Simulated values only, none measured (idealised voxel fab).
Process module name: voxel transistor to metal
Section shown: cut. Width: 205 nm. Cell size: 5 nm, square.
A cross-section in this document is a grid of square cells, and it is written down as bands, the top band listed before the ones below it; a band is made up of one or more rows of cells.
Band: top height; bottom height; in nm. Then, left to right: material with width in nm, for each material. "all across": a single material spanning edge to edge. "air": empty space.
Below 0: as-received wafer, all one material; heights counted from there. Lowest band: no bottom, goes on down, written "0 and below".
The expression "30->40" gives the width at the extremes of the band, the first number at its top row of cells and the second at its bottom row, with the width changing by equal amounts from each row to the next in between.
"remains unaltered" (step): cross-section cells unchanged, all of them.
The entry "Cavities, closed" lists the empty spaces that cover at least 8 cells and have no open path to the top. Each is written as width x height at distance, where the distance is measured from the left edge and all three values are in nm.
Read whatever lies past the settings on a step's line as the simulator's own remark about the step.
Among the settings permitted on a step's line is "overlay nm"; applied to a step with a mask, it specifies the extent to which the mask lay to the right of its planned position, whereas a negative figure signifies a position to the left.
Before/after cross-section pairs, one process step each; after shown to lowest changed band; step and settings beneath. Pairs may be from different runs of this module on the same starting wafer; a pair continues from the one above only where its "Before processing step" entry says so.
-- Before processing step
55 down to 50: 60 nm TiN / 25 nm air / 35 nm TiN / 25 nm air / 60 nm TiN
50 down to 40: 55 nm SiO2 / 5 nm TiN / 25 nm air / 5 nm TiN / 25 nm SiO2 / 5 nm TiN / 25 nm air / 5 nm TiN / 55 nm SiO2
40 down to 35: 55 nm SiO2 / 5 nm TiN / 20 nm air / 10 nm TiN / 25 nm SiO2 / 10 nm TiN / 20 nm air / 5 nm TiN / 55 nm SiO2
35 down to 20: 55 nm SiO2 / 5 nm TiN / 20 nm air / 5 nm TiN / 5 nm SiN / 5 nm SiO2 / 15 nm SiCN / 5 nm SiO2 / 5 nm SiN / 5 nm TiN / 20 nm air / 5 nm TiN / 55 nm SiO2
20 down to 15: 55 nm SiO2 / 5 nm TiN / 20 nm air / 5 nm TiN / 5 nm SiN / 5 nm SiO2 / 15 nm polySi / 5 nm SiO2 / 5 nm SiN / 5 nm TiN / 20 nm air / 5 nm TiN / 55 nm SiO2
15 down to 10: 55 nm SiO2 / 30 nm TiN / 5 nm SiN / 5 nm SiO2 / 15 nm polySi / 5 nm SiO2 / 5 nm SiN / 30 nm TiN / 55 nm SiO2
10 down to 0: 45 nm SiO2 / 5 nm SiN / 15 nm nSi / 5 nm SiO2 / 15 nm nSi / 5 nm SiN / 5 nm SiO2 / 15 nm polySi / 5 nm SiO2 / 5 nm SiN / 15 nm nSi / 5 nm SiO2 / 15 nm nSi / 5 nm SiN / 45 nm SiO2
0 down to -5: 50 nm SiO2 / 15 nm nSi / 5 nm SiO2 / 15 nm nSi / 35 nm SiO2 / 15 nm nSi / 5 nm SiO2 / 15 nm nSi / 50 nm SiO2
-5 down to -20: 45 nm SiO2 / 5 nm Si / 35 nm nSi / 35 nm Si / 35 nm nSi / 5 nm Si / 45 nm SiO2
-20 down to -35: 45 nm SiO2 / 115 nm Si / 45 nm SiO2
-35 and below: Si all across
Cavities, closed: none
-- Post-Process Section
65 down to 55: Ru all across
55 down to 50: 60 nm TiN / 25 nm Ru / 35 nm TiN / 25 nm Ru / 60 nm TiN
50 down to 40: 55 nm SiO2 / 5 nm TiN / 25 nm Ru / 5 nm TiN / 25 nm SiO2 / 5 nm TiN / 25 nm Ru / 5 nm TiN / 55 nm SiO2
40 down to 35: 55 nm SiO2 / 5 nm TiN / 20 nm Ru / 10 nm TiN / 25 nm SiO2 / 10 nm TiN / 20 nm Ru / 5 nm TiN / 55 nm SiO2
35 down to 20: 55 nm SiO2 / 5 nm TiN / 20 nm Ru / 5 nm TiN / 5 nm SiN / 5 nm SiO2 / 15 nm SiCN / 5 nm SiO2 / 5 nm SiN / 5 nm TiN / 20 nm Ru / 5 nm TiN / 55 nm SiO2
20 down to 15: 55 nm SiO2 / 5 nm TiN / 20 nm Ru / 5 nm TiN / 5 nm SiN / 5 nm SiO2 / 15 nm polySi / 5 nm SiO2 / 5 nm SiN / 5 nm TiN / 20 nm Ru / 5 nm TiN / 55 nm SiO2
below 15: unchanged
Cavities, closed: none
So what happened between those two cross-sections up there? FILL_DEP (material Ru; thk nm 10)
Before processing step: after-step cross-section of the pair just above applies.
-- Post-Process Section
50 down to 40: 55 nm SiO2 / 5 nm TiN / 25 nm Ru / 5 nm TiN / 25 nm SiO2 / 5 nm TiN / 25 nm Ru / 5 nm TiN / 55 nm SiO2
below 40: unchanged
Cavities, closed: none
So what happened between those two cross-sections up there? CMP (height nm 50)
Before processing step: after-step cross-section of the pair just above applies.
-- Post-Process Section
55 down to 50: TiN all across
below 50: unchanged
Cavities, closed: none
So what happened between those two cross-sections up there? DIRECTIONAL_DEP (material TiN; thk nm 5)
Before processing step: after-step cross-section of the pair just above applies.
-- Post-Process Section
70 down to 55: W all across
below 55: unchanged
Cavities, closed: none
So what happened between those two cross-sections up there? DIRECTIONAL_DEP (material W; thk nm 15)
Before processing step: after-step cross-section of the pair just above applies.
-- Post-Process Section
85 down to 70: 55 nm air / 20 nm resist / 55 nm air / 20 nm resist / 55 nm air
below 70: unchanged
Cavities, closed: none
So what happened between those two cross-sections up there? PATTERN (tone cover; mask id METAL_1; material resist; width nm 20; pitch nm 75; thk nm 15; overlay nm 0)
Before processing step: after-step cross-section of the pair just above applies.
-- Post-Process Section
85 down to 70: 55 nm air / 20 nm resist / 55 nm air / 20 nm resist / 55 nm air
70 down to 55: 55 nm air / 20 nm W / 55 nm air / 20 nm W / 55 nm air
below 55: unchanged
Cavities, closed: none
So what happened between those two cross-sections up there? DIRECTIONAL_ETCH (etch materials W; depth nm 15)
Before processing step: after-step cross-section of the pair just above applies.
-- Post-Process Section
85 down to 70: 55 nm air / 20 nm resist / 55 nm air / 20 nm resist / 55 nm air
70 down to 55: 55 nm air / 20 nm W / 55 nm air / 20 nm W / 55 nm air
55 down to 50: 55 nm air / 20 nm TiN / 55 nm air / 20 nm TiN / 55 nm air
below 50: unchanged
Cavities, closed: none
So what happened between those two cross-sections up there? DIRECTIONAL_ETCH (etch materials TiN; depth nm 5)
Before processing step: after-step cross-section of the pair just above applies.
-- Post-Process Section
70 down to 55: 55 nm air / 20 nm W / 55 nm air / 20 nm W / 55 nm air
below 55: unchanged
Cavities, closed: none
So what happened between those two cross-sections up there? STRIP (etch materials resist)
Before processing step: after-step cross-section of the pair just above applies.
-- Post-Process Section
75 down to 70: lowk all across
70 down to 55: 55 nm lowk / 20 nm W / 55 nm lowk / 20 nm W / 55 nm lowk
55 down to 50: 55 nm lowk / 20 nm TiN / 55 nm lowk / 20 nm TiN / 55 nm lowk
below 50: unchanged
Cavities, closed: none
So what happened between those two cross-sections up there? FILL_DEP (material lowk; thk nm 5)
Before processing step: after-step cross-section of the pair just above applies.
-- Post-Process Section
70 down to 55: 55 nm lowk / 20 nm W / 55 nm lowk / 20 nm W / 55 nm lowk
below 55: unchanged
Cavities, closed: none
So what happened between those two cross-sections up there? CMP (height nm 70)
Before processing step: after-step cross-section of the pair just above applies.
-- Post-Process Section
75 down to 70: SiN all across
below 70: unchanged
Cavities, closed: none
So what happened between those two cross-sections up there? CONFORMAL_DEP (material SiN; thk nm 5)
-- Before processing step
20 down to 5: SiN all across
5 down to 0: SiO2 all across
0 and below: Si all across
Cavities, closed: none
-- Post-Process Section
20 down to 5: 55 nm air / 105 nm SiN / 45 nm air
below 5: unchanged
Cavities, closed: none
So what happened between those two cross-sections up there? MASKED_ETCH (tone cover; mask id ACTIVE; width nm 105; etch materials SiN; depth nm 15; overlay nm 5)
Before processing step: after-step cross-section of the pair just above applies.
-- Post-Process Section
20 down to 5: 55 nm air / 105 nm SiN / 45 nm air
5 down to 0: 50 nm air / 110 nm SiO2 / 45 nm air
below 0: unchanged
Cavities, closed: none
So what happened between those two cross-sections up there? MASKED_ETCH (tone cover; mask id ACTIVE; width nm 105; etch materials SiO2; depth nm 5; overlay nm 0)
Before processing step: after-step cross-section of the pair just above applies.
-- Post-Process Section
20 down to 5: 55 nm air / 105 nm SiN / 45 nm air
5 down to 0: 50 nm air / 110 nm SiO2 / 45 nm air
0 down to -35: 50 nm air / 110 nm Si / 45 nm air
below -35: unchanged
Cavities, closed: none
So what happened between those two cross-sections up there? MASKED_ETCH (tone cover; mask id ACTIVE; width nm 105; etch materials Si; depth nm 35; overlay nm 0)
Before processing step: after-step cross-section of the pair just above applies.
-- Post-Process Section
35 down to 20: SiO2 all across
20 down to 5: 55 nm SiO2 / 105 nm SiN / 45 nm SiO2
5 down to 0: SiO2 all across
0 down to -35: 50 nm SiO2 / 110 nm Si / 45 nm SiO2
below -35: unchanged
Cavities, closed: none
So what happened between those two cross-sections up there? FILL_DEP (material SiO2; thk nm 15)
Before processing step: after-step cross-section of the pair just above applies.
-- Post-Process Section
20 down to 5: 55 nm SiO2 / 105 nm SiN / 45 nm SiO2
below 5: unchanged
Cavities, closed: none
So what happened between those two cross-sections up there? CMP (height nm 20)
Before processing step: after-step cross-section of the pair just above applies.
-- Post-Process Section
20 down to 15: 55 nm air / 105 nm SiN / 45 nm air
below 15: unchanged
Cavities, closed: none
So what happened between those two cross-sections up there? SELECTIVE_ETCH (etch materials SiO2; depth nm 5)
Before processing step: after-step cross-section of the pair just above applies.
-- Post-Process Section
15 down to 5: 55 nm SiO2 / 105 nm air / 45 nm SiO2
below 5: unchanged
Cavities, closed: none
So what happened between those two cross-sections up there? STRIP (etch materials SiN)
Before processing step: after-step cross-section of the pair just above applies.
-- Post-Process Section
10 down to 0: 50 nm SiO2 / 115 nm air / 40 nm SiO2
below 0: unchanged
Cavities, closed: none
So what happened between those two cross-sections up there? SELECTIVE_ETCH (etch materials SiO2; depth nm 5)
Before processing step: after-step cross-section of the pair just above applies.
-- Post-Process Section
10 down to 0: 50 nm SiO2 / 115 nm air / 40 nm SiO2
0 down to -5: SiO2 all across
below -5: unchanged
Cavities, closed: none
So what happened between those two cross-sections up there? OXIDIZE (depth nm 5)
Before processing step: after-step cross-section of the pair just above applies.
-- Post-Process Section
30 down to 20: 50 nm polySi / 115 nm air / 40 nm polySi
20 down to 10: polySi all across
10 down to 0: 50 nm SiO2 / 115 nm polySi / 40 nm SiO2
below 0: unchanged
Cavities, closed: none
So what happened between those two cross-sections up there? DIRECTIONAL_DEP (material polySi; thk nm 20)
Before processing step: after-step cross-section of the pair just above applies.
-- Post-Process Section
45 down to 35: 50 nm SiCN / 115 nm air / 40 nm SiCN
35 down to 30: SiCN all across
30 down to 20: 50 nm polySi / 115 nm SiCN / 40 nm polySi
below 20: unchanged
Cavities, closed: none
So what happened between those two cross-sections up there? DIRECTIONAL_DEP (material SiCN; thk nm 15)
Before processing step: after-step cross-section of the pair just above applies.
-- Post-Process Section
55 down to 45: 50 nm aC / 115 nm air / 40 nm aC
45 down to 35: 50 nm SiCN / 115 nm aC / 40 nm SiCN
below 35: unchanged
Cavities, closed: none
So what happened between those two cross-sections up there? DIRECTIONAL_DEP (material aC; thk nm 10)
Before processing step: after-step cross-section of the pair just above applies.
-- Post-Process Section
85 down to 55: 95 nm air / 15 nm resist / 95 nm air
55 down to 45: 50 nm aC / 45 nm air / 15 nm resist / 55 nm air / 40 nm aC
below 45: unchanged
Cavities, closed: none
So what happened between those two cross-sections up there? PATTERN (tone cover; mask id GATE; material resist; width nm 15; thk nm 30; overlay nm 0)
Before processing step: after-step cross-section of the pair just above applies.
-- Post-Process Section
75 down to 45: 95 nm air / 15 nm resist / 95 nm air
45 down to 35: 50 nm SiCN / 45 nm air / 15 nm aC / 55 nm air / 40 nm SiCN
below 35: unchanged
Cavities, closed: none
So what happened between those two cross-sections up there? DIRECTIONAL_ETCH (etch materials aC; depth nm 10)
Before processing step: after-step cross-section of the pair just above applies.
-- Post-Process Section
45 down to 35: 50 nm SiCN / 45 nm air / 15 nm aC / 55 nm air / 40 nm SiCN
below 35: unchanged
Cavities, closed: none
So what happened between those two cross-sections up there? STRIP (etch materials resist)
Before processing step: after-step cross-section of the pair just above applies.
-- Post-Process Section
45 down to 35: 95 nm air / 15 nm aC / 95 nm air
35 down to 30: 95 nm air / 15 nm SiCN / 95 nm air
30 down to 20: 50 nm polySi / 45 nm air / 15 nm SiCN / 55 nm air / 40 nm polySi
below 20: unchanged
Cavities, closed: none
So what happened between those two cross-sections up there? DIRECTIONAL_ETCH (etch materials SiCN; depth nm 25)
Before processing step: after-step cross-section of the pair just above applies.
-- Post-Process Section
45 down to 35: 95 nm air / 15 nm aC / 95 nm air
35 down to 20: 95 nm air / 15 nm SiCN / 95 nm air
20 down to 10: 95 nm air / 15 nm polySi / 95 nm air
10 down to 0: 50 nm SiO2 / 45 nm air / 15 nm polySi / 55 nm air / 40 nm SiO2
below 0: unchanged
Cavities, closed: none
So what happened between those two cross-sections up there? DIRECTIONAL_ETCH (etch materials polySi; depth nm 30)
Before processing step: after-step cross-section of the pair just above applies.
-- Post-Process Section
35 down to 20: 95 nm air / 15 nm SiCN / 95 nm air
below 20: unchanged
Cavities, closed: none
So what happened between those two cross-sections up there? STRIP (etch materials aC)
Before processing step: after-step cross-section of the pair just above applies.
-- Post-Process Section
40 down to 35: 90 nm air / 25 nm SiO2 / 90 nm air
35 down to 20: 90 nm air / 5 nm SiO2 / 15 nm SiCN / 5 nm SiO2 / 90 nm air
20 down to 15: 90 nm air / 5 nm SiO2 / 15 nm polySi / 5 nm SiO2 / 90 nm air
15 down to 5: 55 nm SiO2 / 35 nm air / 5 nm SiO2 / 15 nm polySi / 5 nm SiO2 / 45 nm air / 45 nm SiO2
5 down to 0: 95 nm SiO2 / 15 nm polySi / 95 nm SiO2
below 0: unchanged
Cavities, closed: none
So what happened between those two cross-sections up there? CONFORMAL_DEP (material SiO2; thk nm 5)
Before processing step: after-step cross-section of the pair just above applies.
-- Post-Process Section
35 down to 20: 90 nm air / 5 nm SiO2 / 15 nm SiCN / 5 nm SiO2 / 90 nm air
20 down to 10: 90 nm air / 5 nm SiO2 / 15 nm polySi / 5 nm SiO2 / 90 nm air
10 down to 0: 55 nm SiO2 / 35 nm air / 5 nm SiO2 / 15 nm polySi / 5 nm SiO2 / 45 nm air / 45 nm SiO2
below 0: unchanged
Cavities, closed: none
So what happened between those two cross-sections up there? DIRECTIONAL_ETCH (etch materials SiO2; depth nm 5)
Before processing step: after-step cross-section of the pair just above applies.
-- Post-Process Section
40 down to 35: 85 nm air / 35 nm SiN / 85 nm air
35 down to 20: 85 nm air / 5 nm SiN / 5 nm SiO2 / 15 nm SiCN / 5 nm SiO2 / 5 nm SiN / 85 nm air
20 down to 15: 85 nm air / 5 nm SiN / 5 nm SiO2 / 15 nm polySi / 5 nm SiO2 / 5 nm SiN / 85 nm air
15 down to 10: 60 nm SiN / 25 nm air / 5 nm SiN / 5 nm SiO2 / 15 nm polySi / 5 nm SiO2 / 5 nm SiN / 35 nm air / 50 nm SiN
10 down to 5: 55 nm SiO2 / 5 nm SiN / 25 nm air / 5 nm SiN / 5 nm SiO2 / 15 nm polySi / 5 nm SiO2 / 5 nm SiN / 35 nm air / 5 nm SiN / 45 nm SiO2
5 down to 0: 55 nm SiO2 / 35 nm SiN / 5 nm SiO2 / 15 nm polySi / 5 nm SiO2 / 45 nm SiN / 45 nm SiO2
below 0: unchanged
Cavities, closed: none
So what happened between those two cross-sections up there? CONFORMAL_DEP (material SiN; thk nm 5)
Before processing step: after-step cross-section of the pair just above applies.
-- Post-Process Section
35 down to 20: 85 nm air / 5 nm SiN / 5 nm SiO2 / 15 nm SiCN / 5 nm SiO2 / 5 nm SiN / 85 nm air
20 down to 10: 85 nm air / 5 nm SiN / 5 nm SiO2 / 15 nm polySi / 5 nm SiO2 / 5 nm SiN / 85 nm air
10 down to 0: 55 nm SiO2 / 5 nm SiN / 25 nm air / 5 nm SiN / 5 nm SiO2 / 15 nm polySi / 5 nm SiO2 / 5 nm SiN / 35 nm air / 5 nm SiN / 45 nm SiO2
below 0: unchanged
Cavities, closed: none
So what happened between those two cross-sections up there? DIRECTIONAL_ETCH (etch materials SiN; depth nm 5)
Before processing step: after-step cross-section of the pair just above applies.
-- Post-Process Section
35 down to 30: 85 nm air / 5 nm SiN / 5 nm air / 15 nm SiCN / 5 nm air / 5 nm SiN / 85 nm air
30 down to 20: 85 nm air / 5 nm SiN / 5 nm SiO2 / 15 nm SiCN / 5 nm SiO2 / 5 nm SiN / 85 nm air
20 down to 10: 85 nm air / 5 nm SiN / 5 nm SiO2 / 15 nm polySi / 5 nm SiO2 / 5 nm SiN / 85 nm air
10 down to 5: 55 nm air / 5 nm SiN / 25 nm air / 5 nm SiN / 5 nm SiO2 / 15 nm polySi / 5 nm SiO2 / 5 nm SiN / 35 nm air / 5 nm SiN / 45 nm air
5 down to 0: 55 nm SiO2 / 5 nm SiN / 25 nm air / 5 nm SiN / 5 nm SiO2 / 15 nm polySi / 5 nm SiO2 / 5 nm SiN / 35 nm air / 5 nm SiN / 45 nm SiO2
0 down to -5: 60 nm SiO2 / 25 nm air / 35 nm SiO2 / 35 nm air / 50 nm SiO2
below -5: unchanged
Cavities, closed: none
So what happened between those two cross-sections up there? DIRECTIONAL_ETCH (etch materials SiO2; depth nm 5)
Before processing step: after-step cross-section of the pair just above applies.
-- Post-Process Section
35 down to 30: 85 nm air / 5 nm SiN / 5 nm air / 15 nm SiCN / 5 nm air / 5 nm SiN / 85 nm air
30 down to 20: 85 nm air / 5 nm SiN / 5 nm SiO2 / 15 nm SiCN / 5 nm SiO2 / 5 nm SiN / 85 nm air
20 down to 10: 85 nm air / 5 nm SiN / 5 nm SiO2 / 15 nm polySi / 5 nm SiO2 / 5 nm SiN / 85 nm air
10 down to 5: 55 nm air / 5 nm SiN / 25 nm air / 5 nm SiN / 5 nm SiO2 / 15 nm polySi / 5 nm SiO2 / 5 nm SiN / 35 nm air / 5 nm SiN / 45 nm air
5 down to 0: 55 nm SiO2 / 5 nm SiN / 25 nm air / 5 nm SiN / 5 nm SiO2 / 15 nm polySi / 5 nm SiO2 / 5 nm SiN / 35 nm air / 5 nm SiN / 45 nm SiO2
0 down to -5: 60 nm SiO2 / 25 nm air / 35 nm SiO2 / 35 nm air / 50 nm SiO2
-5 down to -20: 50 nm SiO2 / 10 nm Si / 25 nm air / 35 nm Si / 35 nm air / 5 nm Si / 45 nm SiO2
below -20: unchanged
Cavities, closed: none
So what happened between those two cross-sections up there? DIRECTIONAL_ETCH (etch materials Si; depth nm 15)
Before processing step: after-step cross-section of the pair just above applies.
-- Post-Process Section
35 down to 30: 85 nm air / 5 nm SiN / 5 nm air / 15 nm SiCN / 5 nm air / 5 nm SiN / 85 nm air
30 down to 20: 85 nm air / 5 nm SiN / 5 nm SiO2 / 15 nm SiCN / 5 nm SiO2 / 5 nm SiN / 85 nm air
20 down to 10: 85 nm air / 5 nm SiN / 5 nm SiO2 / 15 nm polySi / 5 nm SiO2 / 5 nm SiN / 85 nm air
10 down to 5: 55 nm air / 5 nm SiN / 25 nm nSi / 5 nm SiN / 5 nm SiO2 / 15 nm polySi / 5 nm SiO2 / 5 nm SiN / 15 nm nSi / 5 nm air / 15 nm nSi / 5 nm SiN / 45 nm air
5 down to 0: 55 nm SiO2 / 5 nm SiN / 25 nm nSi / 5 nm SiN / 5 nm SiO2 / 15 nm polySi / 5 nm SiO2 / 5 nm SiN / 15 nm nSi / 5 nm air / 15 nm nSi / 5 nm SiN / 45 nm SiO2
0 down to -5: 60 nm SiO2 / 25 nm nSi / 35 nm SiO2 / 15 nm nSi / 5 nm air / 15 nm nSi / 50 nm SiO2
-5 down to -20: 50 nm SiO2 / 10 nm Si / 25 nm nSi / 35 nm Si / 35 nm nSi / 5 nm Si / 45 nm SiO2
below -20: unchanged
Cavities, closed: none
So what happened between those two cross-sections up there? EPI (material nSi; thk nm 15)
Before processing step: after-step cross-section of the pair just above applies.
-- Post-Process Section
40 down to 35: SiO2 all across
35 down to 20: 85 nm SiO2 / 5 nm SiN / 5 nm SiO2 / 15 nm SiCN / 5 nm SiO2 / 5 nm SiN / 85 nm SiO2
20 down to 10: 85 nm SiO2 / 5 nm SiN / 5 nm SiO2 / 15 nm polySi / 5 nm SiO2 / 5 nm SiN / 85 nm SiO2
10 down to 0: 55 nm SiO2 / 5 nm SiN / 25 nm nSi / 5 nm SiN / 5 nm SiO2 / 15 nm polySi / 5 nm SiO2 / 5 nm SiN / 15 nm nSi / 5 nm SiO2 / 15 nm nSi / 5 nm SiN / 45 nm SiO2
0 down to -5: 60 nm SiO2 / 25 nm nSi / 35 nm SiO2 / 15 nm nSi / 5 nm SiO2 / 15 nm nSi / 50 nm SiO2
below -5: unchanged
Cavities, closed: none
So what happened between those two cross-sections up there? FILL_DEP (material SiO2; thk nm 5)
Before processing step: after-step cross-section of the pair just above applies.
-- Post-Process Section
35 down to 20: 85 nm SiO2 / 5 nm SiN / 5 nm SiO2 / 15 nm SiCN / 5 nm SiO2 / 5 nm SiN / 85 nm SiO2
below 20: unchanged
Cavities, closed: none
So what happened between those two cross-sections up there? CMP (height nm 35)
Before processing step: after-step cross-section of the pair just above applies.
-- Post-Process Section
50 down to 35: SiO2 all across
below 35: unchanged
Cavities, closed: none
So what happened between those two cross-sections up there? DIRECTIONAL_DEP (material SiO2; thk nm 15)
Before processing step: after-step cross-section of the pair just above applies.
-- Post-Process Section
65 down to 50: aC all across
below 50: unchanged
Cavities, closed: none
So what happened between those two cross-sections up there? DIRECTIONAL_DEP (material aC; thk nm 15)
Before processing step: after-step cross-section of the pair just above applies.
-- Post-Process Section
95 down to 65: 55 nm resist / 35 nm air / 25 nm resist / 35 nm air / 55 nm resist
below 65: unchanged
Cavities, closed: none
So what happened between those two cross-sections up there? PATTERN (tone open; mask id CONTACT; material resist; width nm 35; pitch nm 60; thk nm 30; overlay nm 0)
Before processing step: after-step cross-section of the pair just above applies.
-- Post-Process Section
80 down to 65: 55 nm resist / 35 nm air / 25 nm resist / 35 nm air / 55 nm resist
65 down to 50: 55 nm aC / 35 nm air / 25 nm aC / 35 nm air / 55 nm aC
below 50: unchanged
Cavities, closed: none
So what happened between those two cross-sections up there? DIRECTIONAL_ETCH (etch materials aC; depth nm 15)
Before processing step: after-step cross-section of the pair just above applies.
-- Post-Process Section
65 down to 50: 55 nm aC / 35 nm air / 25 nm aC / 35 nm air / 55 nm aC
below 50: unchanged
Cavities, closed: none
So what happened between those two cross-sections up there? STRIP (etch materials resist)
Before processing step: after-step cross-section of the pair just above applies.
-- Post-Process Section
65 down to 50: 55 nm aC / 35 nm air / 25 nm aC / 35 nm air / 55 nm aC
50 down to 35: 55 nm SiO2 / 35 nm air / 25 nm SiO2 / 35 nm air / 55 nm SiO2
35 down to 20: 55 nm SiO2 / 30 nm air / 5 nm SiN / 5 nm SiO2 / 15 nm SiCN / 5 nm SiO2 / 5 nm SiN / 30 nm air / 55 nm SiO2
20 down to 10: 55 nm SiO2 / 30 nm air / 5 nm SiN / 5 nm SiO2 / 15 nm polySi / 5 nm SiO2 / 5 nm SiN / 30 nm air / 55 nm SiO2
below 10: unchanged
Cavities, closed: none
So what happened between those two cross-sections up there? DIRECTIONAL_ETCH (etch materials SiO2; depth nm 40)
Before processing step: after-step cross-section of the pair just above applies.
-- Post-Process Section
50 down to 35: 55 nm SiO2 / 35 nm air / 25 nm SiO2 / 35 nm air / 55 nm SiO2
below 35: unchanged
Cavities, closed: none
So what happened between those two cross-sections up there? STRIP (etch materials aC)
Before processing step: after-step cross-section of the pair just above applies.
-- Post-Process Section
55 down to 50: 60 nm TiN / 25 nm air / 35 nm TiN / 25 nm air / 60 nm TiN
50 down to 40: 55 nm SiO2 / 5 nm TiN / 25 nm air / 5 nm TiN / 25 nm SiO2 / 5 nm TiN / 25 nm air / 5 nm TiN / 55 nm SiO2
40 down to 35: 55 nm SiO2 / 5 nm TiN / 20 nm air / 10 nm TiN / 25 nm SiO2 / 10 nm TiN / 20 nm air / 5 nm TiN / 55 nm SiO2
35 down to 20: 55 nm SiO2 / 5 nm TiN / 20 nm air / 5 nm TiN / 5 nm SiN / 5 nm SiO2 / 15 nm SiCN / 5 nm SiO2 / 5 nm SiN / 5 nm TiN / 20 nm air / 5 nm TiN / 55 nm SiO2
20 down to 15: 55 nm SiO2 / 5 nm TiN / 20 nm air / 5 nm TiN / 5 nm SiN / 5 nm SiO2 / 15 nm polySi / 5 nm SiO2 / 5 nm SiN / 5 nm TiN / 20 nm air / 5 nm TiN / 55 nm SiO2
15 down to 10: 55 nm SiO2 / 30 nm TiN / 5 nm SiN / 5 nm SiO2 / 15 nm polySi / 5 nm SiO2 / 5 nm SiN / 30 nm TiN / 55 nm SiO2
below 10: unchanged
Cavities, closed: none
So what happened between those two cross-sections up there? CONFORMAL_DEP (material TiN; thk nm 5)
Before processing step: after-step cross-section of the pair just above applies.
-- Post-Process Section
65 down to 55: Ru all across
55 down to 50: 60 nm TiN / 25 nm Ru / 35 nm TiN / 25 nm Ru / 60 nm TiN
50 down to 40: 55 nm SiO2 / 5 nm TiN / 25 nm Ru / 5 nm TiN / 25 nm SiO2 / 5 nm TiN / 25 nm Ru / 5 nm TiN / 55 nm SiO2
40 down to 35: 55 nm SiO2 / 5 nm TiN / 20 nm Ru / 10 nm TiN / 25 nm SiO2 / 10 nm TiN / 20 nm Ru / 5 nm TiN / 55 nm SiO2
35 down to 20: 55 nm SiO2 / 5 nm TiN / 20 nm Ru / 5 nm TiN / 5 nm SiN / 5 nm SiO2 / 15 nm SiCN / 5 nm SiO2 / 5 nm SiN / 5 nm TiN / 20 nm Ru / 5 nm TiN / 55 nm SiO2
20 down to 15: 55 nm SiO2 / 5 nm TiN / 20 nm Ru / 5 nm TiN / 5 nm SiN / 5 nm SiO2 / 15 nm polySi / 5 nm SiO2 / 5 nm SiN / 5 nm TiN / 20 nm Ru / 5 nm TiN / 55 nm SiO2
below 15: unchanged
Cavities, closed: none
So what happened between those two cross-sections up there? FILL_DEP (material Ru; thk nm 10)
Before processing step: after-step cross-section of the pair just above applies.
-- Post-Process Section
50 down to 40: 55 nm SiO2 / 5 nm TiN / 25 nm Ru / 5 nm TiN / 25 nm SiO2 / 5 nm TiN / 25 nm Ru / 5 nm TiN / 55 nm SiO2
below 40: unchanged
Cavities, closed: none
So what happened between those two cross-sections up there? CMP (height nm 50)
Before processing step: after-step cross-section of the pair just above applies.
-- Post-Process Section
55 down to 50: TiN all across
below 50: unchanged
Cavities, closed: none
So what happened between those two cross-sections up there? DIRECTIONAL_DEP (material TiN; thk nm 5)
Before processing step: after-step cross-section of the pair just above applies.
-- Post-Process Section
70 down to 55: W all across
below 55: unchanged
Cavities, closed: none
So what happened between those two cross-sections up there? DIRECTIONAL_DEP (material W; thk nm 15)
Before processing step: after-step cross-section of the pair just above applies.
-- Post-Process Section
85 down to 70: 55 nm air / 20 nm resist / 55 nm air / 20 nm resist / 55 nm air
below 70: unchanged
Cavities, closed: none
So what happened between those two cross-sections up there? PATTERN (tone cover; mask id METAL_1; material resist; width nm 20; pitch nm 75; thk nm 15; overlay nm 0)
Before processing step: after-step cross-section of the pair just above applies.
-- Post-Process Section
85 down to 70: 55 nm air / 20 nm resist / 55 nm air / 20 nm resist / 55 nm air
70 down to 55: 55 nm air / 20 nm W / 55 nm air / 20 nm W / 55 nm air
below 55: unchanged
Cavities, closed: none
So what happened between those two cross-sections up there? DIRECTIONAL_ETCH (etch materials W; depth nm 15)
Before processing step: after-step cross-section of the pair just above applies.
-- Post-Process Section
85 down to 70: 55 nm air / 20 nm resist / 55 nm air / 20 nm resist / 55 nm air
70 down to 55: 55 nm air / 20 nm W / 55 nm air / 20 nm W / 55 nm air
55 down to 50: 55 nm air / 20 nm TiN / 55 nm air / 20 nm TiN / 55 nm air
below 50: unchanged
Cavities, closed: none
So what happened between those two cross-sections up there? DIRECTIONAL_ETCH (etch materials TiN; depth nm 5)
Before processing step: after-step cross-section of the pair just above applies.
-- Post-Process Section
70 down to 55: 55 nm air / 20 nm W / 55 nm air / 20 nm W / 55 nm air
below 55: unchanged
Cavities, closed: none
So what happened between those two cross-sections up there? STRIP (etch materials resist)
Before processing step: after-step cross-section of the pair just above applies.
-- Post-Process Section
75 down to 70: lowk all across
70 down to 55: 55 nm lowk / 20 nm W / 55 nm lowk / 20 nm W / 55 nm lowk
55 down to 50: 55 nm lowk / 20 nm TiN / 55 nm lowk / 20 nm TiN / 55 nm lowk
below 50: unchanged
Cavities, closed: none
So what happened between those two cross-sections up there? FILL_DEP (material lowk; thk nm 5)
Before processing step: after-step cross-section of the pair just above applies.
-- Post-Process Section
70 down to 55: 55 nm lowk / 20 nm W / 55 nm lowk / 20 nm W / 55 nm lowk
below 55: unchanged
Cavities, closed: none
So what happened between those two cross-sections up there? CMP (height nm 70)
Before processing step: after-step cross-section of the pair just above applies.
-- Post-Process Section
75 down to 70: SiN all across
below 70: unchanged
Cavities, closed: none
So what happened between those two cross-sections up there? CONFORMAL_DEP (material SiN; thk nm 5)
